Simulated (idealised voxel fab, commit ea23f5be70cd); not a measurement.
This is a process module. Its name is voxel self aligned contacts.
The cross-section on display is named cut; it measures 265 nm wide, and its cells are 5 nm squares.
Cross-section = grid of square cells, listed top down in bands; band = one or more rows.
Band: top height; bottom height; in nm. Then, left to right: material with width in nm, for each material. "throughout": a single material spanning edge to edge. "blank": empty space.
Heights are expressed relative to 0, this being the level below which the as-received wafer comprises one material exclusively. The lowest band is unbounded in the downward direction and is denoted as in "top 0, no bottom".
The two numbers in a width such as "30..40" mark its ends across the band: the first belongs to the top row of cells, the second to the bottom row, and from each row to the next the width moves by the same amount.
For the purposes of this document, the phrase "no change" attached to a step denotes that no cell within the cross-section was modified by that step.
Reported under the label "Sealed internal voids" are the empty spaces having no open way to the top and comprising 8 cells or more; the notation for each is width x height at distance, in which the distance is measured from the left edge and all three values are in nm.
after a step's settings: what the simulator itself notes on the step
"overlay nm" answers the question of how far to the right of plan the mask lay on a step that has a mask, and when it is negative the answer is to the left.
Pairs ahead. Before: cross-section ahead of one process step. After: cross-section once the step is done, shown to the lowest changed band only. Under each pair: that step, with settings. Caution: pairs may come from different runs of this module on the same starting wafer; a pair follows the pair above only where its "Before step" entry says so.
-- Before step
> top 40, bottom 30 = SiO2=110, blank=45, SiO2=110
> top 30, bottom 15 = SiO2=75, SiN=45, blank=25, SiN=45, SiO2=75
> top 15, bottom 0 = SiO2=75, SiN=5, polySi=35, SiN=5, blank=25, SiN=5, polySi=35, SiN=5, SiO2=75
> top 0, bottom -5 = SiO2=120, blank=25, SiO2=120
> top -5, no bottom = Si throughout
> Sealed internal voids: none
-- Post-Step Section View
> top 45, bottom 40 = TiN=115, blank=35, TiN=115
> top 40, bottom 30 = SiO2=110, TiN=5..15, blank=35..15, TiN=5..15, SiO2=110
> top 30, bottom 15 = SiO2=75, SiN=45, TiN=5, blank=15, TiN=5, SiN=45, SiO2=75
> top 15, bottom 0 = SiO2=75, SiN=5, polySi=35, SiN=5, TiN=5, blank=15, TiN=5, SiN=5, polySi=35, SiN=5, SiO2=75
> top 0, bottom -5 = SiO2=120, TiN=25, SiO2=120
> Below -5, no change.
> Sealed internal voids: none
Which operation links the two cross-sections above? CONFORMAL_DEP [material TiN] [thk nm 5]
Before step: look at the pair above, its after cross-section is where this step starts.
-- Post-Step Section View
> top 50, bottom 45 = Ru throughout
> top 45, bottom 40 = TiN=115, Ru=35, TiN=115
> top 40, bottom 30 = SiO2=110, TiN=5..15, Ru=35..15, TiN=5..15, SiO2=110
> top 30, bottom 15 = SiO2=75, SiN=45, TiN=5, Ru=15, TiN=5, SiN=45, SiO2=75
> top 15, bottom 0 = SiO2=75, SiN=5, polySi=35, SiN=5, TiN=5, Ru=15, TiN=5, SiN=5, polySi=35, SiN=5, SiO2=75
> Below 0, no change.
> Sealed internal voids: none
Which operation links the two cross-sections above? FILL_DEP [material Ru] [thk nm 5]
Before step: look at the pair above, its after cross-section is where this step starts.
-- Post-Step Section View
> top 40, bottom 30 = SiO2=110, TiN=5..15, Ru=35..15, TiN=5..15, SiO2=110
> Below 30, no change.
> Sealed internal voids: none
Which operation links the two cross-sections above? CMP [height nm 40]
Before step: look at the pair above, its after cross-section is where this step starts.
-- Post-Step Section View
> top 45, bottom 40 = SiN throughout
> Below 40, no change.
> Sealed internal voids: none
Which operation links the two cross-sections above? CONFORMAL_DEP [material SiN] [thk nm 5]
-- Before step
> top 40, bottom 35 = SiO2 throughout
> top 35, bottom 20 = SiO2=75, SiN=45, SiO2=25, SiN=45, SiO2=75
> top 20, bottom 0 = SiO2=75, SiN=5, polySi=35, SiN=5, SiO2=25, SiN=5, polySi=35, SiN=5, SiO2=75
> top 0, bottom -5 = SiO2 throughout
> top -5, no bottom = Si throughout
> Sealed internal voids: none
-- Post-Step Section View
> top 55, bottom 40 = resist=115, blank=35, resist=115
> Below 40, no change.
> Sealed internal voids: none
Which operation links the two cross-sections above? PATTERN [tone open] [mask id CONTACT] [material resist] [width nm 35] [thk nm 15] [overlay nm 0]
Before step: look at the pair above, its after cross-section is where this step starts.
-- Post-Step Section View
> top 55, bottom 40 = resist=115, blank=35, resist=115
> top 40, bottom 35 = SiO2=115, blank=35, SiO2=115
> top 35, bottom 20 = SiO2=75, SiN=45, blank=25, SiN=45, SiO2=75
> top 20, bottom 0 = SiO2=75, SiN=5, polySi=35, SiN=5, blank=25, SiN=5, polySi=35, SiN=5, SiO2=75
> top 0, bottom -5 = SiO2=120, blank=25, SiO2=120
> Below -5, no change.
> Sealed internal voids: none
Which operation links the two cross-sections above? DIRECTIONAL_ETCH [etch materials SiO2] [depth nm 45]
Before step: look at the pair above, its after cross-section is where this step starts.
-- Post-Step Section View
> top 40, bottom 35 = SiO2=115, blank=35, SiO2=115
> Below 35, no change.
> Sealed internal voids: none
Which operation links the two cross-sections above? STRIP [etch materials resist]
Before step: look at the pair above, its after cross-section is where this step starts.
-- Post-Step Section View
> top 45, bottom 40 = TiN=120, blank=25, TiN=120
> top 40, bottom 35 = SiO2=115, TiN=10, blank=15, TiN=10, SiO2=115
> top 35, bottom 20 = SiO2=75, SiN=45, TiN=5, blank=15, TiN=5, SiN=45, SiO2=75
> top 20, bottom 0 = SiO2=75, SiN=5, polySi=35, SiN=5, TiN=5, blank=15, TiN=5, SiN=5, polySi=35, SiN=5, SiO2=75
> top 0, bottom -5 = SiO2=120, TiN=25, SiO2=120
> Below -5, no change.
> Sealed internal voids: none
Which operation links the two cross-sections above? CONFORMAL_DEP [material TiN] [thk nm 5]
Before step: look at the pair above, its after cross-section is where this step starts.
-- Post-Step Section View
> top 50, bottom 45 = Ru throughout
> top 45, bottom 40 = TiN=120, Ru=25, TiN=120
> top 40, bottom 35 = SiO2=115, TiN=10, Ru=15, TiN=10, SiO2=115
> top 35, bottom 20 = SiO2=75, SiN=45, TiN=5, Ru=15, TiN=5, SiN=45, SiO2=75
> top 20, bottom 0 = SiO2=75, SiN=5, polySi=35, SiN=5, TiN=5, Ru=15, TiN=5, SiN=5, polySi=35, SiN=5, SiO2=75
> Below 0, no change.
> Sealed internal voids: none
Which operation links the two cross-sections above? FILL_DEP [material Ru] [thk nm 5]
Before step: look at the pair above, its after cross-section is where this step starts.
-- Post-Step Section View
> top 40, bottom 35 = SiO2=115, TiN=10, Ru=15, TiN=10, SiO2=115
> Below 35, no change.
> Sealed internal voids: none
Which operation links the two cross-sections above? CMP [height nm 40]
Before step: look at the pair above, its after cross-section is where this step starts.
-- Post-Step Section View
> top 45, bottom 40 = SiN throughout
> Below 40, no change.
> Sealed internal voids: none
Which operation links the two cross-sections above? CONFORMAL_DEP [material SiN] [thk nm 5]
-- Before step
> top 35, bottom 20 = SiN throughout
> top 20, bottom 0 = polySi throughout
> top 0, bottom -5 = SiO2 throughout
> top -5, no bottom = Si throughout
> Sealed internal voids: none
-- Post-Step Section View
> top 55, bottom 35 = blank=70, resist=35, blank=35, resist=35, blank=90
> Below 35, no change.
> Sealed internal voids: none
Which operation links the two cross-sections above? PATTERN [tone cover] [mask id GATE] [material resist] [width nm 35] [pitch nm 70] [thk nm 20] [overlay nm -10]
Before step: look at the pair above, its after cross-section is where this step starts.
-- Post-Step Section View
> top 55, bottom 35 = blank=70, resist=35, blank=35, resist=35, blank=90
> top 35, bottom 20 = blank=70, SiN=35, blank=35, SiN=35, blank=90
> Below 20, no change.
> Sealed internal voids: none
Which operation links the two cross-sections above? DIRECTIONAL_ETCH [etch materials SiN] [depth nm 15]
Before step: look at the pair above, its after cross-section is where this step starts.
-- Post-Step Section View
> top 55, bottom 35 = blank=70, resist=35, blank=35, resist=35, blank=90
> top 35, bottom 20 = blank=70, SiN=35, blank=35, SiN=35, blank=90
> top 20, bottom 0 = blank=70, polySi=35, blank=35, polySi=35, blank=90
> Below 0, no change.
> Sealed internal voids: none
Which operation links the two cross-sections above? DIRECTIONAL_ETCH [etch materials polySi] [depth nm 20]
Before step: look at the pair above, its after cross-section is where this step starts.
-- Post-Step Section View
> top 35, bottom 20 = blank=70, SiN=35, blank=35, SiN=35, blank=90
> Below 20, no change.
> Sealed internal voids: none
Which operation links the two cross-sections above? STRIP [etch materials resist]
Before step: look at the pair above, its after cross-section is where this step starts.
-- Post-Step Section View
> top 40, bottom 20 = blank=65, SiN=45, blank=25, SiN=45, blank=85
> top 20, bottom 5 = blank=65, SiN=5, polySi=35, SiN=5, blank=25, SiN=5, polySi=35, SiN=5, blank=85
> top 5, bottom 0 = SiN=70, polySi=35, SiN=35, polySi=35, SiN=90
> Below 0, no change.
> Sealed internal voids: none
Which operation links the two cross-sections above? CONFORMAL_DEP [material SiN] [thk nm 5]
Before step: look at the pair above, its after cross-section is where this step starts.
-- Post-Step Section View
> top 35, bottom 20 = blank=65, SiN=45, blank=25, SiN=45, blank=85
> top 20, bottom 0 = blank=65, SiN=5, polySi=35, SiN=5, blank=25, SiN=5, polySi=35, SiN=5, blank=85
> Below 0, no change.
> Sealed internal voids: none
Which operation links the two cross-sections above? DIRECTIONAL_ETCH [etch materials SiN] [depth nm 5]
Before step: look at the pair above, its after cross-section is where this step starts.
-- Post-Step Section View
> top 50, bottom 35 = SiO2 throughout
> top 35, bottom 20 = SiO2=65, SiN=45, SiO2=25, SiN=45, SiO2=85
> top 20, bottom 0 = SiO2=65, SiN=5, polySi=35, SiN=5, SiO2=25, SiN=5, polySi=35, SiN=5, SiO2=85
> Below 0, no change.
> Sealed internal voids: none
Which operation links the two cross-sections above? FILL_DEP [material SiO2] [thk nm 15]
Before step: look at the pair above, its after cross-section is where this step starts.
-- Post-Step Section View
> top 40, bottom 35 = SiO2 throughout
> Below 35, no change.
> Sealed internal voids: none
Which operation links the two cross-sections above? CMP [height nm 40]
Before step: look at the pair above, its after cross-section is where this step starts.
-- Post-Step Section View
> top 55, bottom 40 = resist=110, blank=45, resist=110
> Below 40, no change.
> Sealed internal voids: none
Which operation links the two cross-sections above? PATTERN [tone open] [mask id CONTACT] [material resist] [width nm 45] [thk nm 15] [overlay nm 0]
Before step: look at the pair above, its after cross-section is where this step starts.
-- Post-Step Section View
> top 55, bottom 40 = resist=110, blank=45, resist=110
> top 40, bottom 35 = SiO2=110, blank=45, SiO2=110
> top 35, bottom 20 = SiO2=65, SiN=45, blank=25, SiN=45, SiO2=85
> top 20, bottom 0 = SiO2=65, SiN=5, polySi=35, SiN=5, blank=25, SiN=5, polySi=35, SiN=5, SiO2=85
> top 0, bottom -5 = SiO2=110, blank=25, SiO2=130
> Below -5, no change.
> Sealed internal voids: none
Which operation links the two cross-sections above? DIRECTIONAL_ETCH [etch materials SiO2] [depth nm 45]
Before step: look at the pair above, its after cross-section is where this step starts.
-- Post-Step Section View
> top 40, bottom 35 = SiO2=110, blank=45, SiO2=110
> Below 35, no change.
> Sealed internal voids: none
Which operation links the two cross-sections above? STRIP [etch materials resist]
Before step: look at the pair above, its after cross-section is where this step starts.
-- Post-Step Section View
> top 45, bottom 40 = TiN=115, blank=35, TiN=115
> top 40, bottom 35 = SiO2=110, TiN=5, blank=15, TiN=25, SiO2=110
> top 35, bottom 20 = SiO2=65, SiN=45, TiN=5, blank=15, TiN=5, SiN=45, SiO2=85
> top 20, bottom 0 = SiO2=65, SiN=5, polySi=35, SiN=5, TiN=5, blank=15, TiN=5, SiN=5, polySi=35, SiN=5, SiO2=85
> top 0, bottom -5 = SiO2=110, TiN=25, SiO2=130
> Below -5, no change.
> Sealed internal voids: none
Which operation links the two cross-sections above? CONFORMAL_DEP [material TiN] [thk nm 5]
Before step: look at the pair above, its after cross-section is where this step starts.
-- Post-Step Section View
> top 50, bottom 45 = Ru throughout
> top 45, bottom 40 = TiN=115, Ru=35, TiN=115
> top 40, bottom 35 = SiO2=110, TiN=5, Ru=15, TiN=25, SiO2=110
> top 35, bottom 20 = SiO2=65, SiN=45, TiN=5, Ru=15, TiN=5, SiN=45, SiO2=85
> top 20, bottom 0 = SiO2=65, SiN=5, polySi=35, SiN=5, TiN=5, Ru=15, TiN=5, SiN=5, polySi=35, SiN=5, SiO2=85
> Below 0, no change.
> Sealed internal voids: none
Which operation links the two cross-sections above? FILL_DEP [material Ru] [thk nm 5]
Before step: look at the pair above, its after cross-section is where this step starts.
-- Post-Step Section View
> top 40, bottom 35 = SiO2=110, TiN=5, Ru=15, TiN=25, SiO2=110
> Below 35, no change.
> Sealed internal voids: none
Which operation links the two cross-sections above? CMP [height nm 40]
Before step: look at the pair above, its after cross-section is where this step starts.
-- Post-Step Section View
> top 45, bottom 40 = SiN throughout
> Below 40, no change.
> Sealed internal voids: none
Which operation links the two cross-sections above? CONFORMAL_DEP [material SiN] [thk nm 5]
-- Before step
> top 35, bottom 20 = blank=75, SiN=45, blank=25, SiN=45, blank=75
> top 20, bottom 0 = blank=75, SiN=5, polySi=35, SiN=5, blank=25, SiN=5, polySi=35, SiN=5, blank=75
> top 0, bottom -5 = SiO2 throughout
> top -5, no bottom = Si throughout
> Sealed internal voids: none
-- Post-Step Section View
> top 50, bottom 20 = SiN throughout
> top 20, bottom 0 = SiN=80, polySi=35, SiN=35, polySi=35, SiN=80
> Below 0, no change.
> Sealed internal voids: none
Which operation links the two cross-sections above? FILL_DEP [material SiN] [thk nm 15]
Before step: look at the pair above, its after cross-section is where this step starts.
-- Post-Step Section View
> top 40, bottom 20 = SiN throughout
> Below 20, no change.
> Sealed internal voids: none
Which operation links the two cross-sections above? CMP [height nm 40]
Before step: look at the pair above, its after cross-section is where this step starts.
-- Post-Step Section View
> top 55, bottom 40 = resist=110, blank=45, resist=110
> Below 40, no change.
> Sealed internal voids: none
Which operation links the two cross-sections above? PATTERN [tone open] [mask id CONTACT] [material resist] [width nm 45] [thk nm 15] [overlay nm 0]
Before step: look at the pair above, its after cross-section is where this step starts.
-- Post-Step Section View
> top 40, bottom 20 = SiN throughout
> Below 20, no change.
> Sealed internal voids: none
Which operation links the two cross-sections above? STRIP [etch materials resist]
Before step: look at the pair above, its after cross-section is where this step starts.
-- Post-Step Section View
> top 45, bottom 40 = TiN throughout
> Below 40, no change.
> Sealed internal voids: none
Which operation links the two cross-sections above? CONFORMAL_DEP [material TiN] [thk nm 5]
Before step: look at the pair above, its after cross-section is where this step starts.
-- Post-Step Section View
> top 50, bottom 45 = Ru throughout
> Below 45, no change.
> Sealed internal voids: none
Which operation links the two cross-sections above? FILL_DEP [material Ru] [thk nm 5]
Before step: look at the pair above, its after cross-section is where this step starts.
-- Post-Step Section View
> top 40, bottom 20 = SiN throughout
> Below 20, no change.
> Sealed internal voids: none
Which operation links the two cross-sections above? CMP [height nm 40]
Before step: look at the pair above, its after cross-section is where this step starts.
-- Post-Step Section View
> top 45, bottom 20 = SiN throughout
> Below 20, no change.
> Sealed internal voids: none
Which operation links the two cross-sections above? CONFORMAL_DEP [material SiN] [thk nm 5]
-- Before step
> top 40, bottom 35 = SiO2 throughout
> top 35, bottom 20 = SiO2=75, SiN=45, SiO2=25, SiN=45, SiO2=75
> top 20, bottom 0 = SiO2=75, SiN=5, polySi=35, SiN=5, SiO2=25, SiN=5, polySi=35, SiN=5, SiO2=75
> top 0, bottom -5 = SiO2 throughout
> top -5, no bottom = Si throughout
> Sealed internal voids: none
-- Post-Step Section View
> top 55, bottom 40 = blank=110, resist=45, blank=110
> Below 40, no change.
> Sealed internal voids: none
Which operation links the two cross-sections above? PATTERN [tone cover] [mask id CONTACT] [material resist] [width nm 45] [thk nm 15] [overlay nm 0]
Before step: look at the pair above, its after cross-section is where this step starts.
-- Post-Step Section View
> top 55, bottom 40 = blank=110, resist=45, blank=110
> top 40, bottom 35 = blank=110, SiO2=45, blank=110
> top 35, bottom 20 = blank=75, SiN=45, SiO2=25, SiN=45, blank=75
> top 20, bottom 0 = blank=75, SiN=5, polySi=35, SiN=5, SiO2=25, SiN=5, polySi=35, SiN=5, blank=75
> top 0, bottom -5 = blank=75, SiO2=115, blank=75
> Below -5, no change.
> Sealed internal voids: none
Which operation links the two cross-sections above? DIRECTIONAL_ETCH [etch materials SiO2] [depth nm 45]
Before step: look at the pair above, its after cross-section is where this step starts.
-- Post-Step Section View
> top 40, bottom 35 = blank=110, SiO2=45, blank=110
> Below 35, no change.
> Sealed internal voids: none
Which operation links the two cross-sections above? STRIP [etch materials resist]
Before step: look at the pair above, its after cross-section is where this step starts.
-- Post-Step Section View
> top 45, bottom 40 = blank=105, TiN=55, blank=105
> top 40, bottom 35 = blank=70, TiN=40, SiO2=45, TiN=40, blank=70
> top 35, bottom 20 = blank=70, TiN=5, SiN=45, SiO2=25, SiN=45, TiN=5, blank=70
> top 20, bottom 0 = blank=70, TiN=5, SiN=5, polySi=35, SiN=5, SiO2=25, SiN=5, polySi=35, SiN=5, TiN=5, blank=70
> top 0, bottom -5 = TiN=75, SiO2=115, TiN=75
> Below -5, no change.
> Sealed internal voids: none
Which operation links the two cross-sections above? CONFORMAL_DEP [material TiN] [thk nm 5]
Before step: look at the pair above, its after cross-section is where this step starts.
-- Post-Step Section View
> top 50, bottom 45 = Ru throughout
> top 45, bottom 40 = Ru=105, TiN=55, Ru=105
> top 40, bottom 35 = Ru=70, TiN=40, SiO2=45, TiN=40, Ru=70
> top 35, bottom 20 = Ru=70, TiN=5, SiN=45, SiO2=25, SiN=45, TiN=5, Ru=70
> top 20, bottom 0 = Ru=70, TiN=5, SiN=5, polySi=35, SiN=5, SiO2=25, SiN=5, polySi=35, SiN=5, TiN=5, Ru=70
> Below 0, no change.
> Sealed internal voids: none
Which operation links the two cross-sections above? FILL_DEP [material Ru] [thk nm 5]
Before step: look at the pair above, its after cross-section is where this step starts.
-- Post-Step Section View
> top 40, bottom 35 = Ru=70, TiN=40, SiO2=45, TiN=40, Ru=70
> Below 35, no change.
> Sealed internal voids: none
Which operation links the two cross-sections above? CMP [height nm 40]
Before step: look at the pair above, its after cross-section is where this step starts.
-- Post-Step Section View
> top 45, bottom 40 = SiN throughout
> Below 40, no change.
> Sealed internal voids: none
Which operation links the two cross-sections above? CONFORMAL_DEP [material SiN] [thk nm 5]
